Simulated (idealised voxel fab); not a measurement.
Proc. module: voxel transistor to metal
Pictured: cross-section cut, 150 nm wide, on a grid of 5 nm square cells.
A cross-section is written here as square cells arranged in a grid, and it is given in bands from the top down, each band taking up one or more rows of cells. Within each band entry, the heights of the top and of the bottom of the band appear first, in that order and in nm; the materials of the band then follow from left to right, each with its corresponding width in nm. The designation "everywhere" on a single material indicates that it fills the band from edge to edge; the designation "empty" indicates empty space. We count height from 0. Below that, the starting wafer is all one material. The lowest band never ends at the bottom but goes on down; see "0 -> down" for how that is written. It should be noted that a width expressed as "30 to 40" varies in equal increments from row to row of cells within the band, taking the value of the first number at the top row and that of the second number at the bottom row. Basically "same as before" means that step didn't change any cell in the cross-section. Each empty space that has no open way to the top and spans at least 8 cells appears under "Enclosed cavities" as width x height at distance, the distance counted from the left edge, all in nm. Step line, after settings: the simulator's comment on this step. overlay nm: where the mask lay relative to plan, measured to the right, on steps with a mask; negatives go left.

Steps planned for the process
1. op RECEIVE | material Si
2. op OXIDIZE | depth nm 5
3. op CONFORMAL_DEP | material SiN | thk nm 15
4. op MASKED_ETCH | tone cover | mask id ACTIVE | width nm 105 | etch materials SiN | depth nm 15 | overlay nm 0
5. op MASKED_ETCH | tone cover | mask id ACTIVE | width nm 105 | etch materials SiO2 | depth nm 5 | overlay nm 0
6. op MASKED_ETCH | tone cover | mask id ACTIVE | width nm 105 | etch materials Si | depth nm 35 | overlay nm 0
7. op FILL_DEP | material SiO2 | thk nm 15
8. op CMP | height nm 15
9. op SELECTIVE_ETCH | etch materials SiO2 | depth nm 15
10. op STRIP | etch materials SiN
11. op SELECTIVE_ETCH | etch materials SiO2 | depth nm 5
12. op OXIDIZE | depth nm 5
13. op DIRECTIONAL_DEP | material polySi | thk nm 25
14. op DIRECTIONAL_DEP | material SiCN | thk nm 15
15. op DIRECTIONAL_DEP | material aC | thk nm 10
16. op PATTERN | tone cover | mask id GATE | material resist | width nm 25 | thk nm 30 | overlay nm 0
17. op DIRECTIONAL_ETCH | etch materials aC | depth nm 10
18. op STRIP | etch materials resist
19. op DIRECTIONAL_ETCH | etch materials SiCN | depth nm 25
20. op DIRECTIONAL_ETCH | etch materials polySi | depth nm 35
21. op STRIP | etch materials aC
22. op CONFORMAL_DEP | material SiN | thk nm 5
23. op DIRECTIONAL_ETCH | etch materials SiN | depth nm 5
24. op DIRECTIONAL_ETCH | etch materials SiO2 | depth nm 5
25. op DIRECTIONAL_ETCH | etch materials Si | depth nm 5
26. op EPI | material SiGe | thk nm 5
27. op FILL_DEP | material SiO2 | thk nm 10
28. op CMP | height nm 20
29. op STRIP | etch materials polySi
30. op SELECTIVE_ETCH | etch materials SiO2 | depth nm 5
31. op CONFORMAL_DEP | material HfO2 | thk nm 5
32. op CONFORMAL_DEP | material TiN | thk nm 5
33. op FILL_DEP | material W | thk nm 5
34. op CMP | height nm 15
35. op DIRECTIONAL_DEP | material SiO2 | thk nm 10
36. op MASKED_ETCH | tone open | mask id CONTACT | width nm 15 | pitch nm 80 | etch materials SiO2 | depth nm 35 | overlay nm 0
37. op CONFORMAL_DEP | material TiN | thk nm 5
38. op FILL_DEP | material W | thk nm 10
39. op CMP | height nm 25
40. op DIRECTIONAL_DEP | material TiN | thk nm 5
41. op DIRECTIONAL_DEP | material W | thk nm 15
42. op PATTERN | tone cover | mask id METAL_1 | material resist | width nm 15 | pitch nm 80 | thk nm 20 | overlay nm -10
43. op DIRECTIONAL_ETCH | etch materials W | depth nm 15
44. op DIRECTIONAL_ETCH | etch materials TiN | depth nm 5
45. op STRIP | etch materials resist
46. op FILL_DEP | material SiO2 | thk nm 5
47. op CMP | height nm 45
48. op CONFORMAL_DEP | material SiN | thk nm 5
The value of overlay nm given for step 42 in the plan refers to the first wafer; the wafers vary in this setting and are alike at the start.

First wafer as received, after step 1
0 -> down  Si everywhere
Enclosed cavities: none

First wafer at the end, after step 48
50 -> 45  SiN everywhere
45 -> 30  SiO2: 15  W: 15  SiO2: 65  W: 15  SiO2: 40
30 -> 25  SiO2: 15  TiN: 15  SiO2: 65  TiN: 15  SiO2: 40
25 -> 15  SiO2: 25  TiN: 5  W: 5  TiN: 5  SiO2: 65  TiN: 5  W: 5  TiN: 5  SiO2: 30
15 -> 0  SiO2: 25  TiN: 5  W: 5  TiN: 5  SiO2: 15  SiN: 5  HfO2: 5  TiN: 5  W: 5  TiN: 5  HfO2: 5  SiN: 5  SiO2: 15  TiN: 5  W: 5  TiN: 5  SiO2: 30
0 -> -5  SiO2: 25  TiN: 5  W: 5  TiN: 5  SiO2: 15  SiN: 5  HfO2: 5  TiN: 15  HfO2: 5  SiN: 5  SiO2: 15  TiN: 5  W: 5  TiN: 5  SiO2: 30
-5 -> -10  SiO2: 25  TiN: 15  SiO2: 10  SiGe: 5  HfO2: 35  SiGe: 5  SiO2: 10  TiN: 15  SiO2: 30
-10 -> -15  SiO2: 20  SiGe: 35  Si: 35  SiGe: 35  SiO2: 25
-15 -> -40  SiO2: 20  Si: 105  SiO2: 25
-40 -> down  Si everywhere
Enclosed cavities: none

Of the several wafers, the last: cross-section at the end of the module
50 -> 45  SiN everywhere
45 -> 30  SiO2: 40  W: 15  SiO2: 65  W: 15  SiO2: 15
30 -> 25  SiO2: 40  TiN: 15  SiO2: 65  TiN: 15  SiO2: 15
25 -> 15  SiO2: 25  TiN: 5  W: 5  TiN: 5  SiO2: 65  TiN: 5  W: 5  TiN: 5  SiO2: 30
15 -> 0  SiO2: 25  TiN: 5  W: 5  TiN: 5  SiO2: 15  SiN: 5  HfO2: 5  TiN: 5  W: 5  TiN: 5  HfO2: 5  SiN: 5  SiO2: 15  TiN: 5  W: 5  TiN: 5  SiO2: 30
0 -> -5  SiO2: 25  TiN: 5  W: 5  TiN: 5  SiO2: 15  SiN: 5  HfO2: 5  TiN: 15  HfO2: 5  SiN: 5  SiO2: 15  TiN: 5  W: 5  TiN: 5  SiO2: 30
-5 -> -10  SiO2: 25  TiN: 15  SiO2: 10  SiGe: 5  HfO2: 35  SiGe: 5  SiO2: 10  TiN: 15  SiO2: 30
-10 -> -15  SiO2: 20  SiGe: 35  Si: 35  SiGe: 35  SiO2: 25
-15 -> -40  SiO2: 20  Si: 105  SiO2: 25
-40 -> down  Si everywhere
Enclosed cavities: none

Each wafer at the end: cells of each material gained (+) or lost (-) since it was received, then its closed voids
overlay nm -10 | +15 HfO2 | -128 Si | +16 SiGe | +38 SiN | +281 SiO2 | +45 TiN | +33 W | Enclosed cavities: none
overlay nm -5 | +15 HfO2 | -128 Si | +16 SiGe | +38 SiN | +281 SiO2 | +45 TiN | +33 W | Enclosed cavities: none
overlay nm 0 | +15 HfO2 | -128 Si | +16 SiGe | +38 SiN | +281 SiO2 | +45 TiN | +33 W | Enclosed cavities: none
overlay nm 5 | +15 HfO2 | -128 Si | +16 SiGe | +38 SiN | +281 SiO2 | +45 TiN | +33 W | Enclosed cavities: none
overlay nm 10 | +15 HfO2 | -128 Si | +16 SiGe | +38 SiN | +281 SiO2 | +45 TiN | +33 W | Enclosed cavities: none
overlay nm 15 | +15 HfO2 | -128 Si | +16 SiGe | +38 SiN | +281 SiO2 | +45 TiN | +33 W | Enclosed cavities: none
